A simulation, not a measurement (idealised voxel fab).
Herein follows the process module entitled voxel transistor to metal.
Displayed cross-section: cut, width of 260 nm, square cells sized 5 nm.
If you're reading a cross-section in this doc, picture square cells in a grid; it comes to you as bands, top ones listed first down to the bottom, and a band can be one or more rows of cells. Heads up on the band format: heights come first, top then bottom, in nm. After that it's the materials left to right, each with its width in nm. A single material flagged "throughout" fills the whole band edge to edge, and "empty" means there's empty space there. Basically, 0 is our baseline, since under it the wafer straight out of the box is all one material. The bottom band has no lower end and keeps on going down, so it looks like "0 and below". The two numbers in a width such as "30..40" mark its ends across the band: the first belongs to the top row of cells, the second to the bottom row, and from each row to the next the width moves by the same amount. It should be understood that the words "nothing different", when stated for a given step, signify that the cross-section underwent no change in any of its cells during that step. Reported under the label "Tabulated closed voids" are the empty spaces having no open way to the top and comprising 8 cells or more; the notation for each is width x height at distance, in which the distance is measured from the left edge and all three values are in nm. That trailing text on a step's line, after the settings, is the simulator's own remark on the step. overlay nm: right-of-plan distance of the mask on a masked step; negative values mean left-of-plan. Note on reading: below, each pair holds a cross-section from before one process step and one from after it; the one from after shows only down to the lowest band that changed. Beneath the pair, the step in between is stated along with its settings. The pairs can stem from different runs of this module on the same starting wafer. Where a pair's entry headed "Pre-process state" says so, and only there, that pair continues from the pair above it.

# Pre-process state
50 down to 45  TiN throughout
45 down to 35  SiO2: 20, then TiN: 5, then W: 10, then TiN: 5, then SiO2: 55, then TiN: 5, then W: 10, then TiN: 5, then SiO2: 30, then TiN: 5, then W: 10, then TiN: 5, then SiO2: 55, then TiN: 5, then W: 10, then TiN: 5, then SiO2: 20
35 down to 25  SiO2: 20, then TiN: 5, then W: 10, then TiN: 5, then SiO2: 15, then SiN: 5, then SiCN: 15, then SiN: 5, then SiO2: 15, then TiN: 5, then W: 10, then TiN: 5, then SiO2: 30, then TiN: 5, then W: 10, then TiN: 5, then SiO2: 15, then SiN: 5, then SiCN: 15, then SiN: 5, then SiO2: 15, then TiN: 5, then W: 10, then TiN: 5, then SiO2: 20
25 down to 10  SiO2: 20, then TiN: 5, then W: 10, then TiN: 5, then SiO2: 15, then SiN: 5, then polySi: 15, then SiN: 5, then SiO2: 15, then TiN: 5, then W: 10, then TiN: 5, then SiO2: 30, then TiN: 5, then W: 10, then TiN: 5, then SiO2: 15, then SiN: 5, then polySi: 15, then SiN: 5, then SiO2: 15, then TiN: 5, then W: 10, then TiN: 5, then SiO2: 20
10 down to 5  SiO2: 10, then SiN: 5, then SiO2: 5, then TiN: 5, then W: 10, then TiN: 5, then SiO2: 15, then SiN: 5, then polySi: 15, then SiN: 5, then SiO2: 15, then TiN: 5, then W: 10, then TiN: 5, then SiO2: 5, then SiN: 5, then SiO2: 10, then SiN: 5, then SiO2: 5, then TiN: 5, then W: 10, then TiN: 5, then SiO2: 15, then SiN: 5, then polySi: 15, then SiN: 5, then SiO2: 15, then TiN: 5, then W: 10, then TiN: 5, then SiO2: 5, then SiN: 5, then SiO2: 10
5 down to 0  SiO2: 10, then SiN: 5, then SiO2: 5, then TiN: 20, then SiO2: 15, then SiN: 5, then polySi: 15, then SiN: 5, then SiO2: 15, then TiN: 20, then SiO2: 5, then SiN: 5, then SiO2: 10, then SiN: 5, then SiO2: 5, then TiN: 20, then SiO2: 15, then SiN: 5, then polySi: 15, then SiN: 5, then SiO2: 15, then TiN: 20, then SiO2: 5, then SiN: 5, then SiO2: 10
0 down to -5  SiO2: 15, then nSi: 40, then SiO2: 25, then nSi: 40, then SiO2: 20, then nSi: 40, then SiO2: 25, then nSi: 40, then SiO2: 15
-5 down to -25  SiO2: 15, then Si: 105, then SiO2: 20, then Si: 105, then SiO2: 15
-25 and below  Si throughout
Tabulated closed voids: none

# Post-Step Cross-Section
70 down to 50  W throughout
No changes below 50.
Tabulated closed voids: none
Link between the two cross-sections above: DIRECTIONAL_DEP, material W, thk nm 20

Pre-process state: For the state before this step, see the after cross-section of the pair located directly above.

# Post-Step Cross-Section
70 down to 50  empty: 20, then W: 20, then empty: 55, then W: 20, then empty: 30, then W: 20, then empty: 55, then W: 20, then empty: 20
No changes below 50.
Tabulated closed voids: none
Link between the two cross-sections above: MASKED_ETCH, tone cover, mask id METAL_1, width nm 20, etch materials W, depth nm 20, overlay nm 0

Pre-process state: For the state before this step, see the after cross-section of the pair located directly above.

# Post-Step Cross-Section
70 down to 50  empty: 20, then W: 20, then empty: 55, then W: 20, then empty: 30, then W: 20, then empty: 55, then W: 20, then empty: 20
50 down to 45  empty: 20, then TiN: 20, then empty: 55, then TiN: 20, then empty: 30, then TiN: 20, then empty: 55, then TiN: 20, then empty: 20
No changes below 45.
Tabulated closed voids: none
Link between the two cross-sections above: MASKED_ETCH, tone cover, mask id METAL_1, width nm 20, etch materials TiN, depth nm 5, overlay nm 0

Pre-process state: For the state before this step, see the after cross-section of the pair located directly above.

# Post-Step Cross-Section
75 down to 70  lowk throughout
70 down to 50  lowk: 20, then W: 20, then lowk: 55, then W: 20, then lowk: 30, then W: 20, then lowk: 55, then W: 20, then lowk: 20
50 down to 45  lowk: 20, then TiN: 20, then lowk: 55, then TiN: 20, then lowk: 30, then TiN: 20, then lowk: 55, then TiN: 20, then lowk: 20
No changes below 45.
Tabulated closed voids: none
Link between the two cross-sections above: FILL_DEP, material lowk, thk nm 5

Pre-process state: For the state before this step, see the after cross-section of the pair located directly above.

# Post-Step Cross-Section
70 down to 50  lowk: 20, then W: 20, then lowk: 55, then W: 20, then lowk: 30, then W: 20, then lowk: 55, then W: 20, then lowk: 20
No changes below 50.
Tabulated closed voids: none
Link between the two cross-sections above: CMP, height nm 70

Pre-process state: For the state before this step, see the after cross-section of the pair located directly above.

# Post-Step Cross-Section
75 down to 70  SiCN throughout
No changes below 70.
Tabulated closed voids: none
Link between the two cross-sections above: CONFORMAL_DEP, material SiCN, thk nm 5

Pre-process state: For the state before this step, see the after cross-section of the pair located directly above.

# Post-Step Cross-Section
100 down to 75  SiO2 throughout
No changes below 75.
Tabulated closed voids: none
Link between the two cross-sections above: DIRECTIONAL_DEP, material SiO2, thk nm 25

Pre-process state: For the state before this step, see the after cross-section of the pair located directly above.

# Post-Step Cross-Section
115 down to 100  resist: 20, then empty: 20, then resist: 105, then empty: 20, then resist: 95
No changes below 100.
Tabulated closed voids: none
Link between the two cross-sections above: PATTERN, tone open, mask id METAL_2, material resist, width nm 20, pitch nm 125, thk nm 15, overlay nm 0

Pre-process state: For the state before this step, see the after cross-section of the pair located directly above.

# Post-Step Cross-Section
115 down to 100  resist: 20, then empty: 20, then resist: 105, then empty: 20, then resist: 95
100 down to 85  SiO2: 20, then empty: 20, then SiO2: 105, then empty: 20, then SiO2: 95
No changes below 85.
Tabulated closed voids: none
Link between the two cross-sections above: DIRECTIONAL_ETCH, etch materials SiO2, depth nm 15

Pre-process state: For the state before this step, see the after cross-section of the pair located directly above.

# Post-Step Cross-Section
100 down to 85  SiO2: 20, then empty: 20, then SiO2: 105, then empty: 20, then SiO2: 95
No changes below 85.
Tabulated closed voids: none
Link between the two cross-sections above: STRIP, etch materials resist

Pre-process state: For the state before this step, see the after cross-section of the pair located directly above.

# Post-Step Cross-Section
120 down to 100  resist: 20, then empty: 15, then resist: 110, then empty: 15, then resist: 100
100 down to 85  SiO2: 20, then empty: 15, then resist: 5, then SiO2: 105, then empty: 15, then resist: 5, then SiO2: 95
No changes below 85.
Tabulated closed voids: none
Link between the two cross-sections above: PATTERN, tone open, mask id METAL_2_HOLES, material resist, width nm 15, pitch nm 125, thk nm 20, overlay nm 0

Pre-process state: For the state before this step, see the after cross-section of the pair located directly above.

# Post-Step Cross-Section
120 down to 100  resist: 20, then empty: 15, then resist: 110, then empty: 15, then resist: 100
100 down to 85  SiO2: 20, then empty: 15, then resist: 5, then SiO2: 105, then empty: 15, then resist: 5, then SiO2: 95
85 down to 75  SiO2: 20, then empty: 15, then SiO2: 110, then empty: 15, then SiO2: 100
No changes below 75.
Tabulated closed voids: none
Link between the two cross-sections above: DIRECTIONAL_ETCH, etch materials SiO2, depth nm 10

Pre-process state: For the state before this step, see the after cross-section of the pair located directly above.

# Post-Step Cross-Section
120 down to 100  resist: 20, then empty: 15, then resist: 110, then empty: 15, then resist: 100
100 down to 85  SiO2: 20, then empty: 15, then resist: 5, then SiO2: 105, then empty: 15, then resist: 5, then SiO2: 95
85 down to 75  SiO2: 20, then empty: 15, then SiO2: 110, then empty: 15, then SiO2: 100
75 down to 70  SiCN: 20, then empty: 15, then SiCN: 110, then empty: 15, then SiCN: 100
No changes below 70.
Tabulated closed voids: none
Link between the two cross-sections above: DIRECTIONAL_ETCH, etch materials SiCN, depth nm 5

Pre-process state: For the state before this step, see the after cross-section of the pair located directly above.

# Post-Step Cross-Section
100 down to 85  SiO2: 20, then empty: 20, then SiO2: 105, then empty: 20, then SiO2: 95
No changes below 85.
Tabulated closed voids: none
Link between the two cross-sections above: STRIP, etch materials resist

Pre-process state: For the state before this step, see the after cross-section of the pair located directly above.

# Post-Step Cross-Section
105 down to 100  TiN: 25, then empty: 10, then TiN: 115, then empty: 10, then TiN: 100
100 down to 90  SiO2: 20, then TiN: 5, then empty: 10, then TiN: 5, then SiO2: 105, then TiN: 5, then empty: 10, then TiN: 5, then SiO2: 95
90 down to 85  SiO2: 20, then TiN: 5, then empty: 5, then TiN: 10, then SiO2: 105, then TiN: 5, then empty: 5, then TiN: 10, then SiO2: 95
85 down to 75  SiO2: 20, then TiN: 5, then empty: 5, then TiN: 5, then SiO2: 110, then TiN: 5, then empty: 5, then TiN: 5, then SiO2: 100
75 down to 70  SiCN: 20, then TiN: 15, then SiCN: 110, then TiN: 15, then SiCN: 100
No changes below 70.
Tabulated closed voids: none
Link between the two cross-sections above: CONFORMAL_DEP, material TiN, thk nm 5

Pre-process state: For the state before this step, see the after cross-section of the pair located directly above.

# Post-Step Cross-Section
115 down to 105  Ru throughout
105 down to 100  TiN: 25, then Ru: 10, then TiN: 115, then Ru: 10, then TiN: 100
100 down to 90  SiO2: 20, then TiN: 5, then Ru: 10, then TiN: 5, then SiO2: 105, then TiN: 5, then Ru: 10, then TiN: 5, then SiO2: 95
90 down to 85  SiO2: 20, then TiN: 5, then Ru: 5, then TiN: 10, then SiO2: 105, then TiN: 5, then Ru: 5, then TiN: 10, then SiO2: 95
85 down to 75  SiO2: 20, then TiN: 5, then Ru: 5, then TiN: 5, then SiO2: 110, then TiN: 5, then Ru: 5, then TiN: 5, then SiO2: 100
No changes below 75.
Tabulated closed voids: none
Link between the two cross-sections above: FILL_DEP, material Ru, thk nm 10

Pre-process state: For the state before this step, see the after cross-section of the pair located directly above.

# Post-Step Cross-Section
100 down to 90  SiO2: 20, then TiN: 5, then Ru: 10, then TiN: 5, then SiO2: 105, then TiN: 5, then Ru: 10, then TiN: 5, then SiO2: 95
No changes below 90.
Tabulated closed voids: none
Link between the two cross-sections above: CMP, height nm 100

Pre-process state: For the state before this step, see the after cross-section of the pair located directly above.

# Post-Step Cross-Section
105 down to 100  SiN throughout
No changes below 100.
Tabulated closed voids: none
Link between the two cross-sections above: CONFORMAL_DEP, material SiN, thk nm 5

# Pre-process state
100 down to 75  SiO2 throughout
75 down to 70  SiCN throughout
70 down to 50  lowk: 20, then W: 20, then lowk: 55, then W: 20, then lowk: 30, then W: 20, then lowk: 55, then W: 20, then lowk: 20
50 down to 45  lowk: 20, then TiN: 20, then lowk: 55, then TiN: 20, then lowk: 30, then TiN: 20, then lowk: 55, then TiN: 20, then lowk: 20
45 down to 35  SiO2: 20, then TiN: 5, then W: 10, then TiN: 5, then SiO2: 55, then TiN: 5, then W: 10, then TiN: 5, then SiO2: 30, then TiN: 5, then W: 10, then TiN: 5, then SiO2: 55, then TiN: 5, then W: 10, then TiN: 5, then SiO2: 20
35 down to 25  SiO2: 20, then TiN: 5, then W: 10, then TiN: 5, then SiO2: 15, then SiN: 5, then SiCN: 15, then SiN: 5, then SiO2: 15, then TiN: 5, then W: 10, then TiN: 5, then SiO2: 30, then TiN: 5, then W: 10, then TiN: 5, then SiO2: 15, then SiN: 5, then SiCN: 15, then SiN: 5, then SiO2: 15, then TiN: 5, then W: 10, then TiN: 5, then SiO2: 20
25 down to 10  SiO2: 20, then TiN: 5, then W: 10, then TiN: 5, then SiO2: 15, then SiN: 5, then polySi: 15, then SiN: 5, then SiO2: 15, then TiN: 5, then W: 10, then TiN: 5, then SiO2: 30, then TiN: 5, then W: 10, then TiN: 5, then SiO2: 15, then SiN: 5, then polySi: 15, then SiN: 5, then SiO2: 15, then TiN: 5, then W: 10, then TiN: 5, then SiO2: 20
10 down to 5  SiO2: 10, then SiN: 5, then SiO2: 5, then TiN: 5, then W: 10, then TiN: 5, then SiO2: 15, then SiN: 5, then polySi: 15, then SiN: 5, then SiO2: 15, then TiN: 5, then W: 10, then TiN: 5, then SiO2: 5, then SiN: 5, then SiO2: 10, then SiN: 5, then SiO2: 5, then TiN: 5, then W: 10, then TiN: 5, then SiO2: 15, then SiN: 5, then polySi: 15, then SiN: 5, then SiO2: 15, then TiN: 5, then W: 10, then TiN: 5, then SiO2: 5, then SiN: 5, then SiO2: 10
5 down to 0  SiO2: 10, then SiN: 5, then SiO2: 5, then TiN: 20, then SiO2: 15, then SiN: 5, then polySi: 15, then SiN: 5, then SiO2: 15, then TiN: 20, then SiO2: 5, then SiN: 5, then SiO2: 10, then SiN: 5, then SiO2: 5, then TiN: 20, then SiO2: 15, then SiN: 5, then polySi: 15, then SiN: 5, then SiO2: 15, then TiN: 20, then SiO2: 5, then SiN: 5, then SiO2: 10
0 down to -5  SiO2: 15, then nSi: 40, then SiO2: 25, then nSi: 40, then SiO2: 20, then nSi: 40, then SiO2: 25, then nSi: 40, then SiO2: 15
-5 down to -30  SiO2: 15, then Si: 105, then SiO2: 20, then Si: 105, then SiO2: 15
-30 and below  Si throughout
Tabulated closed voids: none

# Post-Step Cross-Section
115 down to 100  resist: 25, then empty: 15, then resist: 110, then empty: 15, then resist: 95
No changes below 100.
Tabulated closed voids: none
Link between the two cross-sections above: PATTERN, tone open, mask id METAL_2, material resist, width nm 15, pitch nm 125, thk nm 15, overlay nm 0

Pre-process state: For the state before this step, see the after cross-section of the pair located directly above.

# Post-Step Cross-Section
115 down to 100  resist: 25, then empty: 15, then resist: 110, then empty: 15, then resist: 95
100 down to 85  SiO2: 25, then empty: 15, then SiO2: 110, then empty: 15, then SiO2: 95
No changes below 85.
Tabulated closed voids: none
Link between the two cross-sections above: DIRECTIONAL_ETCH, etch materials SiO2, depth nm 15

Pre-process state: For the state before this step, see the after cross-section of the pair located directly above.

# Post-Step Cross-Section
100 down to 85  SiO2: 25, then empty: 15, then SiO2: 110, then empty: 15, then SiO2: 95
No changes below 85.
Tabulated closed voids: none
Link between the two cross-sections above: STRIP, etch materials resist

Pre-process state: For the state before this step, see the after cross-section of the pair located directly above.

# Post-Step Cross-Section
120 down to 100  resist: 20, then empty: 15, then resist: 110, then empty: 15, then resist: 100
100 down to 85  SiO2: 25, then empty: 10, then resist: 5, then SiO2: 110, then empty: 10, then resist: 5, then SiO2: 95
No changes below 85.
Tabulated closed voids: none
Link between the two cross-sections above: PATTERN, tone open, mask id METAL_2_HOLES, material resist, width nm 15, pitch nm 125, thk nm 20, overlay nm 0

Pre-process state: For the state before this step, see the after cross-section of the pair located directly above.

# Post-Step Cross-Section
120 down to 100  resist: 20, then empty: 15, then resist: 110, then empty: 15, then resist: 100
100 down to 90  SiO2: 20, then empty: 15, then resist: 5, then SiO2: 105, then empty: 15, then resist: 5, then SiO2: 95
90 down to 85  SiO2: 25, then empty: 10, then resist: 5, then SiO2: 110, then empty: 10, then resist: 5, then SiO2: 95
85 down to 75  SiO2: 25, then empty: 10, then SiO2: 115, then empty: 10, then SiO2: 100
No changes below 75.
Tabulated closed voids: none
Link between the two cross-sections above: DIRECTIONAL_ETCH, etch materials SiO2, depth nm 10

Pre-process state: For the state before this step, see the after cross-section of the pair located directly above.

# Post-Step Cross-Section
120 down to 100  resist: 20, then empty: 15, then resist: 110, then empty: 15, then resist: 100
100 down to 90  SiO2: 20, then empty: 15, then resist: 5, then SiO2: 105, then empty: 15, then resist: 5, then SiO2: 95
90 down to 85  SiO2: 25, then empty: 10, then resist: 5, then SiO2: 110, then empty: 10, then resist: 5, then SiO2: 95
85 down to 75  SiO2: 25, then empty: 10, then SiO2: 115, then empty: 10, then SiO2: 100
75 down to 70  SiCN: 25, then empty: 10, then SiCN: 115, then empty: 10, then SiCN: 100
No changes below 70.
Tabulated closed voids: none
Link between the two cross-sections above: DIRECTIONAL_ETCH, etch materials SiCN, depth nm 5

Pre-process state: For the state before this step, see the after cross-section of the pair located directly above.

# Post-Step Cross-Section
100 down to 90  SiO2: 20, then empty: 20, then SiO2: 105, then empty: 20, then SiO2: 95
90 down to 85  SiO2: 25, then empty: 15, then SiO2: 110, then empty: 15, then SiO2: 95
No changes below 85.
Tabulated closed voids: none
Link between the two cross-sections above: STRIP, etch materials resist

Pre-process state: For the state before this step, see the after cross-section of the pair located directly above.

# Post-Step Cross-Section
105 down to 100  TiN: 25, then empty: 10, then TiN: 115, then empty: 10, then TiN: 100
100 down to 90  SiO2: 20, then TiN: 5..10, then empty: 10..5, then TiN: 5, then SiO2: 105, then TiN: 5..10, then empty: 10..5, then TiN: 5, then SiO2: 95
90 down to 85  SiO2: 25, then TiN: 15, then SiO2: 110, then TiN: 15, then SiO2: 95
85 down to 75  SiO2: 25, then TiN: 10, then SiO2: 115, then TiN: 10, then SiO2: 100
75 down to 70  SiCN: 25, then TiN: 10, then SiCN: 115, then TiN: 10, then SiCN: 100
No changes below 70.
Tabulated closed voids: none
Link between the two cross-sections above: CONFORMAL_DEP, material TiN, thk nm 5

Pre-process state: For the state before this step, see the after cross-section of the pair located directly above.

# Post-Step Cross-Section
115 down to 105  Ru throughout
105 down to 100  TiN: 25, then Ru: 10, then TiN: 115, then Ru: 10, then TiN: 100
100 down to 90  SiO2: 20, then TiN: 5..10, then Ru: 10..5, then TiN: 5, then SiO2: 105, then TiN: 5..10, then Ru: 10..5, then TiN: 5, then SiO2: 95
No changes below 90.
Tabulated closed voids: none
Link between the two cross-sections above: FILL_DEP, material Ru, thk nm 10

Pre-process state: For the state before this step, see the after cross-section of the pair located directly above.

# Post-Step Cross-Section
100 down to 90  SiO2: 20, then TiN: 5..10, then Ru: 10..5, then TiN: 5, then SiO2: 105, then TiN: 5..10, then Ru: 10..5, then TiN: 5, then SiO2: 95
No changes below 90.
Tabulated closed voids: none
Link between the two cross-sections above: CMP, height nm 100

Pre-process state: For the state before this step, see the after cross-section of the pair located directly above.

# Post-Step Cross-Section
105 down to 100  SiN throughout
No changes below 100.
Tabulated closed voids: none
Link between the two cross-sections above: CONFORMAL_DEP, material SiN, thk nm 5

# Pre-process state
45 down to 35  SiCN: 10, then empty: 115, then SiCN: 10, then empty: 115, then SiCN: 10
35 down to 25  polySi: 10, then SiCN: 115, then polySi: 10, then SiCN: 115, then polySi: 10
25 down to 10  polySi throughout
10 down to 0  SiO2: 10, then polySi: 115, then SiO2: 10, then polySi: 115, then SiO2: 10
0 down to -5  SiO2 throughout
-5 down to -30  SiO2: 15, then Si: 105, then SiO2: 20, then Si: 105, then SiO2: 15
-30 and below  Si throughout
Tabulated closed voids: none

# Post-Step Cross-Section
35 down to 25  polySi: 10, then empty: 45, then SiCN: 15, then empty: 55, then polySi: 10, then empty: 45, then SiCN: 15, then empty: 55, then polySi: 10
No changes below 25.
Tabulated closed voids: none
Link between the two cross-sections above: MASKED_ETCH, tone cover, mask id GATE, width nm 15, pitch nm 125, etch materials SiCN, depth nm 20, overlay nm -5

Pre-process state: For the state before this step, see the after cross-section of the pair located directly above.

# Post-Step Cross-Section
35 down to 25  empty: 55, then SiCN: 15, then empty: 110, then SiCN: 15, then empty: 65
25 down to 10  empty: 55, then polySi: 20, then empty: 105, then polySi: 20, then empty: 60
10 down to 0  SiO2: 10, then empty: 45, then polySi: 20, then empty: 50, then SiO2: 10, then empty: 45, then polySi: 20, then empty: 50, then SiO2: 10
No changes below 0.
Tabulated closed voids: none
Link between the two cross-sections above: MASKED_ETCH, tone cover, mask id GATE, width nm 15, pitch nm 125, etch materials polySi, depth nm 35, overlay nm 0

Pre-process state: For the state before this step, see the after cross-section of the pair located directly above.

# Post-Step Cross-Section
40 down to 35  empty: 50, then SiN: 25, then empty: 100, then SiN: 25, then empty: 60
35 down to 25  empty: 50, then SiN: 5, then SiCN: 15, then SiN: 5..10, then empty: 100..95, then SiN: 5, then SiCN: 15, then SiN: 5..10, then empty: 60..55
25 down to 15  empty: 50, then SiN: 5, then polySi: 20, then SiN: 5, then empty: 95, then SiN: 5, then polySi: 20, then SiN: 5, then empty: 55
15 down to 10  SiN: 15, then empty: 35, then SiN: 5, then polySi: 20, then SiN: 5, then empty: 40, then SiN: 20, then empty: 35, then SiN: 5, then polySi: 20, then SiN: 5, then empty: 40, then SiN: 15
10 down to 5  SiO2: 10, then SiN: 5, then empty: 35, then SiN: 5, then polySi: 20, then SiN: 5, then empty: 40, then SiN: 5, then SiO2: 10, then SiN: 5, then empty: 35, then SiN: 5, then polySi: 20, then SiN: 5, then empty: 40, then SiN: 5, then SiO2: 10
5 down to 0  SiO2: 10, then SiN: 45, then polySi: 20, then SiN: 50, then SiO2: 10, then SiN: 45, then polySi: 20, then SiN: 50, then SiO2: 10
No changes below 0.
Tabulated closed voids: none
Link between the two cross-sections above: CONFORMAL_DEP, material SiN, thk nm 5

Pre-process state: For the state before this step, see the after cross-section of the pair located directly above.

# Post-Step Cross-Section
35 down to 25  empty: 50, then SiN: 5, then SiCN: 15, then SiN: 5, then empty: 100, then SiN: 5, then SiCN: 15, then SiN: 5, then empty: 60
25 down to 10  empty: 50, then SiN: 5, then polySi: 20, then SiN: 5, then empty: 95, then SiN: 5, then polySi: 20, then SiN: 5, then empty: 55
10 down to 0  SiO2: 10, then SiN: 5, then empty: 35, then SiN: 5, then polySi: 20, then SiN: 5, then empty: 40, then SiN: 5, then SiO2: 10, then SiN: 5, then empty: 35, then SiN: 5, then polySi: 20, then SiN: 5, then empty: 40, then SiN: 5, then SiO2: 10
No changes below 0.
Tabulated closed voids: none
Link between the two cross-sections above: DIRECTIONAL_ETCH, etch materials SiN, depth nm 5

Pre-process state: For the state before this step, see the after cross-section of the pair located directly above.

# Post-Step Cross-Section
35 down to 25  empty: 50, then SiN: 5, then SiCN: 15, then SiN: 5, then empty: 100, then SiN: 5, then SiCN: 15, then SiN: 5, then empty: 60
25 down to 10  empty: 50, then SiN: 5, then polySi: 20, then SiN: 5, then empty: 95, then SiN: 5, then polySi: 20, then SiN: 5, then empty: 55
10 down to 5  empty: 10, then SiN: 5, then empty: 35, then SiN: 5, then polySi: 20, then SiN: 5, then empty: 40, then SiN: 5, then empty: 10, then SiN: 5, then empty: 35, then SiN: 5, then polySi: 20, then SiN: 5, then empty: 40, then SiN: 5, then empty: 10
5 down to 0  SiO2: 10, then SiN: 5, then empty: 35, then SiN: 5, then polySi: 20, then SiN: 5, then empty: 40, then SiN: 5, then SiO2: 10, then SiN: 5, then empty: 35, then SiN: 5, then polySi: 20, then SiN: 5, then empty: 40, then SiN: 5, then SiO2: 10
0 down to -5  SiO2: 15, then empty: 35, then SiO2: 30, then empty: 40, then SiO2: 20, then empty: 35, then SiO2: 30, then empty: 40, then SiO2: 15
No changes below -5.
Tabulated closed voids: none
Link between the two cross-sections above: DIRECTIONAL_ETCH, etch materials SiO2, depth nm 5

Pre-process state: For the state before this step, see the after cross-section of the pair located directly above.

# Post-Step Cross-Section
35 down to 25  empty: 50, then SiN: 5, then SiCN: 15, then SiN: 5, then empty: 100, then SiN: 5, then SiCN: 15, then SiN: 5, then empty: 60
25 down to 10  empty: 50, then SiN: 5, then polySi: 20, then SiN: 5, then empty: 95, then SiN: 5, then polySi: 20, then SiN: 5, then empty: 55
10 down to 5  empty: 10, then SiN: 5, then empty: 35, then SiN: 5, then polySi: 20, then SiN: 5, then empty: 40, then SiN: 5, then empty: 10, then SiN: 5, then empty: 35, then SiN: 5, then polySi: 20, then SiN: 5, then empty: 40, then SiN: 5, then empty: 10
5 down to 0  SiO2: 10, then SiN: 5, then empty: 35, then SiN: 5, then polySi: 20, then SiN: 5, then empty: 40, then SiN: 5, then SiO2: 10, then SiN: 5, then empty: 35, then SiN: 5, then polySi: 20, then SiN: 5, then empty: 40, then SiN: 5, then SiO2: 10
0 down to -5  SiO2: 15, then nSi: 35, then SiO2: 30, then nSi: 40, then SiO2: 20, then nSi: 35, then SiO2: 30, then nSi: 40, then SiO2: 15
No changes below -5.
Tabulated closed voids: none
Link between the two cross-sections above: EPI, material nSi, thk nm 5

Pre-process state: For the state before this step, see the after cross-section of the pair located directly above.

# Post-Step Cross-Section
45 down to 35  SiO2 throughout
35 down to 25  SiO2: 50, then SiN: 5, then SiCN: 15, then SiN: 5, then SiO2: 100, then SiN: 5, then SiCN: 15, then SiN: 5, then SiO2: 60
25 down to 10  SiO2: 50, then SiN: 5, then polySi: 20, then SiN: 5, then SiO2: 95, then SiN: 5, then polySi: 20, then SiN: 5, then SiO2: 55
10 down to 0  SiO2: 10, then SiN: 5, then SiO2: 35, then SiN: 5, then polySi: 20, then SiN: 5, then SiO2: 40, then SiN: 5, then SiO2: 10, then SiN: 5, then SiO2: 35, then SiN: 5, then polySi: 20, then SiN: 5, then SiO2: 40, then SiN: 5, then SiO2: 10
No changes below 0.
Tabulated closed voids: none
Link between the two cross-sections above: FILL_DEP, material SiO2, thk nm 10

Pre-process state: For the state before this step, see the after cross-section of the pair located directly above.

# Post-Step Cross-Section
35 down to 25  SiO2: 50, then SiN: 5, then SiCN: 15, then SiN: 5, then SiO2: 100, then SiN: 5, then SiCN: 15, then SiN: 5, then SiO2: 60
No changes below 25.
Tabulated closed voids: none
Link between the two cross-sections above: CMP, height nm 35

Pre-process state: For the state before this step, see the after cross-section of the pair located directly above.

# Post-Step Cross-Section
45 down to 35  SiO2 throughout
No changes below 35.
Tabulated closed voids: none
Link between the two cross-sections above: DIRECTIONAL_DEP, material SiO2, thk nm 10

Pre-process state: For the state before this step, see the after cross-section of the pair located directly above.

# Post-Step Cross-Section
55 down to 45  aC throughout
No changes below 45.
Tabulated closed voids: none
Link between the two cross-sections above: DIRECTIONAL_DEP, material aC, thk nm 10

Pre-process state: For the state before this step, see the after cross-section of the pair located directly above.

# Post-Step Cross-Section
80 down to 55  resist: 20, then empty: 20, then resist: 55, then empty: 20, then resist: 30, then empty: 20, then resist: 55, then empty: 20, then resist: 20
No changes below 55.
Tabulated closed voids: none
Link between the two cross-sections above: PATTERN, tone open, mask id CONTACT, material resist, width nm 20, thk nm 25, overlay nm 0

Pre-process state: For the state before this step, see the after cross-section of the pair located directly above.

# Post-Step Cross-Section
70 down to 55  resist: 20, then empty: 20, then resist: 55, then empty: 20, then resist: 30, then empty: 20, then resist: 55, then empty: 20, then resist: 20
55 down to 45  aC: 20, then empty: 20, then aC: 55, then empty: 20, then aC: 30, then empty: 20, then aC: 55, then empty: 20, then aC: 20
No changes below 45.
Tabulated closed voids: none
Link between the two cross-sections above: DIRECTIONAL_ETCH, etch materials aC, depth nm 10

Pre-process state: For the state before this step, see the after cross-section of the pair located directly above.

# Post-Step Cross-Section
55 down to 45  aC: 20, then empty: 20, then aC: 55, then empty: 20, then aC: 30, then empty: 20, then aC: 55, then empty: 20, then aC: 20
No changes below 45.
Tabulated closed voids: none
Link between the two cross-sections above: STRIP, etch materials resist

Pre-process state: For the state before this step, see the after cross-section of the pair located directly above.

# Post-Step Cross-Section
55 down to 45  aC: 20, then empty: 20, then aC: 55, then empty: 20, then aC: 30, then empty: 20, then aC: 55, then empty: 20, then aC: 20
45 down to 35  SiO2: 20, then empty: 20, then SiO2: 55, then empty: 20, then SiO2: 30, then empty: 20, then SiO2: 55, then empty: 20, then SiO2: 20
35 down to 25  SiO2: 20, then empty: 20, then SiO2: 10, then SiN: 5, then SiCN: 15, then SiN: 5, then SiO2: 20, then empty: 20, then SiO2: 30, then empty: 20, then SiO2: 10, then SiN: 5, then SiCN: 15, then SiN: 5, then SiO2: 20, then empty: 20, then SiO2: 20
25 down to 10  SiO2: 20, then empty: 20, then SiO2: 10, then SiN: 5, then polySi: 20, then SiN: 5, then SiO2: 15, then empty: 20, then SiO2: 30, then empty: 20, then SiO2: 10, then SiN: 5, then polySi: 20, then SiN: 5, then SiO2: 15, then empty: 20, then SiO2: 20
10 down to 0  SiO2: 10, then SiN: 5, then SiO2: 5, then empty: 20, then SiO2: 10, then SiN: 5, then polySi: 20, then SiN: 5, then SiO2: 15, then empty: 20, then SiO2: 5, then SiN: 5, then SiO2: 10, then SiN: 5, then SiO2: 5, then empty: 20, then SiO2: 10, then SiN: 5, then polySi: 20, then SiN: 5, then SiO2: 15, then empty: 20, then SiO2: 5, then SiN: 5, then SiO2: 10
No changes below 0.
Tabulated closed voids: none
Link between the two cross-sections above: DIRECTIONAL_ETCH, etch materials SiO2, depth nm 45

Pre-process state: For the state before this step, see the after cross-section of the pair located directly above.

# Post-Step Cross-Section
45 down to 35  SiO2: 20, then empty: 20, then SiO2: 55, then empty: 20, then SiO2: 30, then empty: 20, then SiO2: 55, then empty: 20, then SiO2: 20
No changes below 35.
Tabulated closed voids: none
Link between the two cross-sections above: STRIP, etch materials aC
